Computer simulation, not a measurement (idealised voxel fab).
Module name: voxel gate over fins (process module)
The cross-section on display is named cut; it measures 285 nm wide, and its cells are 5 nm squares.
Cross-section format: a grid of square cells, given as bands from top to bottom; each band is one or more rows of cells.
Band: top height; bottom height; in nm. Then, left to right: material with width in nm, for each material. "full width": a single material spanning edge to edge. "air": empty space.
Height datum 0, below which the as-received substrate wafer is one material. Lowest band open at the bottom, running downward: "0 down".
Think of "30..40" as a width that walks from the first number to the second as you go down the band, top row to bottom row, taking equal-sized steps from row to row.
No cell of the cross-section changed in a step that is given as "no change".
The entry "Trapped void list" lists the empty spaces that cover at least 8 cells and have no open path to the top. Each is written as width x height at distance, where the distance is measured from the left edge and all three values are in nm.
Formally, on a step line, whatever follows the settings is a remark that the simulator itself makes on the step.
Regarding "overlay nm": on a step with a mask, it is the distance the mask lay to the right of its planned place; a negative value places it to the left.
Below you will find pairs of cross-sections. In each, one shows the wafer before one process step and the other after it, with the after view ending at the lowest band that changed. Under each pair is the step separating them, along with its settings. Do not assume the pairs form a chain: they can come from different runs of this module on the same starting wafer, and a pair continues from the pair above it only when its "Prior state" entry says so.

-- Prior state
- 5 to 0 = air 50, HfO2 15, air 40, HfO2 15, air 40, HfO2 15, air 40, HfO2 15, air 55
- 0 to -10 = air 50, HfO2 5, Si 5, HfO2 5, air 40, HfO2 5, Si 5, HfO2 5, air 40, HfO2 5, Si 5, HfO2 5, air 40, HfO2 5, Si 5, HfO2 5, air 55
- -10 to -15 = HfO2 55, Si 5, HfO2 50, Si 5, HfO2 50, Si 5, HfO2 50, Si 5, HfO2 60
- -15 to -20 = SiO2 55, Si 5, SiO2 50, Si 5, SiO2 50, Si 5, SiO2 50, Si 5, SiO2 60
- -20 to -30 = W 45, TiN 5, SiO2 5, Si 5, SiO2 5, TiN 10, SiO2 15, TiN 5, W 5, TiN 5, SiO2 5, Si 5, SiO2 5, TiN 5, W 30, TiN 5, SiO2 5, Si 5, SiO2 5, TiN 5, W 30, TiN 5, SiO2 5, Si 5, SiO2 5, TiN 5, W 50
- -30 to -35 = TiN 50, SiO2 5, Si 5, SiO2 5, TiN 10, SiO2 15, TiN 15, SiO2 5, Si 5, SiO2 5, TiN 40, SiO2 5, Si 5, SiO2 5, TiN 40, SiO2 5, Si 5, SiO2 5, TiN 55
- -35 to -45 = SiO2 55, Si 5, SiO2 50, Si 5, SiO2 50, Si 5, SiO2 50, Si 5, SiO2 60
- -45 down = Si full width
- Trapped void list: none

-- Sectional View, Post-Process
- 10 to 5 = air 45, TiN 25, air 30, TiN 25, air 30, TiN 25, air 30, TiN 25, air 50
- 5 to 0 = air 45, TiN 5, HfO2 15, TiN 5, air 30, TiN 5, HfO2 15, TiN 5, air 30, TiN 5, HfO2 15, TiN 5, air 30, TiN 5, HfO2 15, TiN 5, air 50
- 0 to -5 = air 45, TiN 5, HfO2 5, Si 5, HfO2 5, TiN 5, air 30, TiN 5, HfO2 5, Si 5, HfO2 5, TiN 5, air 30, TiN 5, HfO2 5, Si 5, HfO2 5, TiN 5, air 30, TiN 5, HfO2 5, Si 5, HfO2 5, TiN 5, air 50
- -5 to -10 = TiN 50, HfO2 5, Si 5, HfO2 5, TiN 40, HfO2 5, Si 5, HfO2 5, TiN 40, HfO2 5, Si 5, HfO2 5, TiN 40, HfO2 5, Si 5, HfO2 5, TiN 55
- For the remainder of the cross-section, below -10, there is no change.
- Trapped void list: none
Between before and after, shown above: CONFORMAL_DEP,material TiN,thk nm 5

Prior state: The structure entering this step is exactly what the pair just above shows after its step.

-- Sectional View, Post-Process
- 25 to 10 = W full width
- 10 to 5 = W 45, TiN 25, W 30, TiN 25, W 30, TiN 25, W 30, TiN 25, W 50
- 5 to 0 = W 45, TiN 5, HfO2 15, TiN 5, W 30, TiN 5, HfO2 15, TiN 5, W 30, TiN 5, HfO2 15, TiN 5, W 30, TiN 5, HfO2 15, TiN 5, W 50
- 0 to -5 = W 45, TiN 5, HfO2 5, Si 5, HfO2 5, TiN 5, W 30, TiN 5, HfO2 5, Si 5, HfO2 5, TiN 5, W 30, TiN 5, HfO2 5, Si 5, HfO2 5, TiN 5, W 30, TiN 5, HfO2 5, Si 5, HfO2 5, TiN 5, W 50
- For the remainder of the cross-section, below -5, there is no change.
- Trapped void list: none
Between before and after, shown above: FILL_DEP,material W,thk nm 15

Prior state: The structure entering this step is exactly what the pair just above shows after its step.

-- Sectional View, Post-Process
- 20 to 10 = W full width
- For the remainder of the cross-section, below 10, there is no change.
- Trapped void list: none
Between before and after, shown above: CMP,height nm 20

Prior state: The structure entering this step is exactly what the pair just above shows after its step.

-- Sectional View, Post-Process
- 25 to 20 = SiCN full width
- For the remainder of the cross-section, below 20, there is no change.
- Trapped void list: none
Between before and after, shown above: CONFORMAL_DEP,material SiCN,thk nm 5
